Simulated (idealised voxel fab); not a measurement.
process module | voxel transistor to metal
Each square cell in cross-section cut measures 5 nm, and the section as a whole is 215 nm wide.
Throughout this document, each cross-section is represented as a grid of square cells and is presented as a sequence of bands enumerated from the top downward, where a band comprises one or more rows of cells. Basically the band line says how high the top is and how high the bottom is, in nm, and then what's in it from left to right, every material with its width in nm. Empty space shows up as "blank", and if a single material carries "full width" it runs the full band edge to edge. For the purposes of this specification, 0 denotes the height below which the wafer in its as-received condition is composed wholly of one material, and the lowermost band, lacking a lower limit, extends downward without end, as expressed in "from 0 down". Quick explanation for "30->40": the width changes in equal steps down the rows of cells, from the first number in the band's top row to the second number in its bottom row. "no alteration" after a step means that no cell of the cross-section changed. The entry "Closed empty spaces" lists the empty spaces that cover at least 8 cells and have no open path to the top. Each is written as width x height at distance, where the distance is measured from the left edge and all three values are in nm. Where a step's line continues beyond its settings, the continuation is a remark by the simulator itself on that step. If you see "overlay nm" on a step's line and that step has a mask, it's telling you how far right of where it was planned the mask ended up; a negative number means it went left instead.
Process steps foreseen in the plan
1: RECEIVE,material Si
2: OXIDIZE,depth nm 5
3: CONFORMAL_DEP,material SiN,thk nm 15
4: PATTERN,tone cover,mask id ACTIVE,material resist,width nm 100,thk nm 20,overlay nm 0
5: DIRECTIONAL_ETCH,etch materials SiN,depth nm 15
6: DIRECTIONAL_ETCH,etch materials SiO2,depth nm 5
7: DIRECTIONAL_ETCH,etch materials Si,depth nm 20
8: STRIP,etch materials resist
9: FILL_DEP,material SiO2,thk nm 15
10: CMP,height nm 15
11: SELECTIVE_ETCH,etch materials SiO2,depth nm 10
12: STRIP,etch materials SiN
13: SELECTIVE_ETCH,etch materials SiO2,depth nm 5
14: OXIDIZE,depth nm 5
15: DIRECTIONAL_DEP,material polySi,thk nm 20
16: DIRECTIONAL_DEP,material SiCN,thk nm 10
17: PATTERN,tone cover,mask id GATE,material resist,width nm 20,thk nm 15,overlay nm 0
18: DIRECTIONAL_ETCH,etch materials SiCN,depth nm 20
19: DIRECTIONAL_ETCH,etch materials polySi,depth nm 30
20: STRIP,etch materials resist
21: CONFORMAL_DEP,material SiN,thk nm 5
22: DIRECTIONAL_ETCH,etch materials SiN,depth nm 5
23: DIRECTIONAL_ETCH,etch materials SiO2,depth nm 5
24: DIRECTIONAL_ETCH,etch materials Si,depth nm 5
25: EPI,material SiGe,thk nm 5
26: FILL_DEP,material SiO2,thk nm 10
27: CMP,height nm 25
28: DIRECTIONAL_DEP,material SiO2,thk nm 15
29: PATTERN,tone open,mask id CONTACT,material resist,width nm 30,pitch nm 60,thk nm 20,overlay nm 0
30: DIRECTIONAL_ETCH,etch materials SiO2,depth nm 50
31: STRIP,etch materials resist
32: CONFORMAL_DEP,material TiN,thk nm 5
33: FILL_DEP,material W,thk nm 5
34: CMP,height nm 40
35: DIRECTIONAL_DEP,material TiN,thk nm 5
36: DIRECTIONAL_DEP,material Ru,thk nm 20
37: PATTERN,tone cover,mask id METAL_1,material resist,width nm 15,pitch nm 75,thk nm 15,overlay nm 0
38: DIRECTIONAL_ETCH,etch materials Ru,depth nm 20
39: DIRECTIONAL_ETCH,etch materials TiN,depth nm 5
40: STRIP,etch materials resist
41: FILL_DEP,material lowk,thk nm 10
42: CMP,height nm 65
43: CONFORMAL_DEP,material SiN,thk nm 5
Cross-section of the incoming wafer, state after step 1
  from 0 down  Si full width
  Closed empty spaces: none
End-of-module cross-section of the first of two wafers, processed as planned
  from 70 to 65  SiN full width
  from 65 to 45  60 lowk, 15 Ru, 60 lowk, 15 Ru, 65 lowk
  from 45 to 40  60 lowk, 15 TiN, 60 lowk, 15 TiN, 65 lowk
  from 40 to 25  60 SiO2, 5 TiN, 20 W, 5 TiN, 30 SiO2, 5 TiN, 20 W, 5 TiN, 65 SiO2
  from 25 to 15  60 SiO2, 5 TiN, 20 W, 5 TiN, 5 SiN, 20 SiCN, 5 SiN, 5 TiN, 20 W, 5 TiN, 65 SiO2
  from 15 to 0  60 SiO2, 5 TiN, 20 W, 5 TiN, 5 SiN, 20 polySi, 5 SiN, 5 TiN, 20 W, 5 TiN, 65 SiO2
  from 0 to -5  50 SiO2, 5 SiN, 5 SiO2, 5 TiN, 15 W, 10 TiN, 5 SiN, 20 polySi, 5 SiN, 10 TiN, 15 W, 5 TiN, 5 SiO2, 5 SiN, 55 SiO2
  from -5 to -10  60 SiO2, 25 TiN, 5 SiGe, 30 SiO2, 5 SiGe, 25 TiN, 65 SiO2
  from -10 to -15  55 SiO2, 35 SiGe, 30 Si, 35 SiGe, 60 SiO2
  from -15 to -25  55 SiO2, 100 Si, 60 SiO2
  from -25 down  Si full width
  Closed empty spaces: none
End of module, second wafer, cross-section. Started like the first, planned like the first, run with one mistake
  from 70 to 65  SiN full width
  from 65 to 45  60 lowk, 15 Ru, 60 lowk, 15 Ru, 65 lowk
  from 45 to 40  60 lowk, 15 TiN, 60 lowk, 15 TiN, 65 lowk
  from 40 to 30  55 W, 5 TiN, 30 SiO2, 5 TiN, 20 W, 5 TiN, 30 SiO2, 5 TiN, 60 W
  from 30 to 25  55 W, 5 TiN, 30 SiO2, 30 TiN, 30 SiO2, 5 TiN, 60 W
  from 25 to 15  55 W, 5 TiN, 30 SiO2, 5 SiN, 20 SiCN, 5 SiN, 30 SiO2, 5 TiN, 60 W
  from 15 to 5  55 W, 5 TiN, 30 SiO2, 5 SiN, 20 polySi, 5 SiN, 30 SiO2, 5 TiN, 60 W
  from 5 to 0  45 W, 15 TiN, 30 SiO2, 5 SiN, 20 polySi, 5 SiN, 30 SiO2, 15 TiN, 50 W
  from 0 to -5  45 W, 5 TiN, 5 SiN, 5 TiN, 30 SiO2, 5 SiN, 20 polySi, 5 SiN, 30 SiO2, 5 TiN, 5 SiN, 5 TiN, 50 W
  from -5 to -10  50 TiN, 5 SiO2, 5 TiN, 25 SiO2, 5 SiGe, 30 SiO2, 5 SiGe, 25 SiO2, 5 TiN, 5 SiO2, 55 TiN
  from -10 to -15  55 SiO2, 35 SiGe, 30 Si, 35 SiGe, 60 SiO2
  from -15 to -25  55 SiO2, 100 Si, 60 SiO2
  from -25 down  Si full width
  Closed empty spaces: none
Deviation from plan: step 29 did not happen as planned, as run it was PATTERN,tone cover,mask id CONTACT,material resist,width nm 30,pitch nm 60,thk nm 20,overlay nm 0
Cell-count delta at end, second wafer over first, by material: 146 fewer of SiO2, 9 more of TiN, 137 more of W
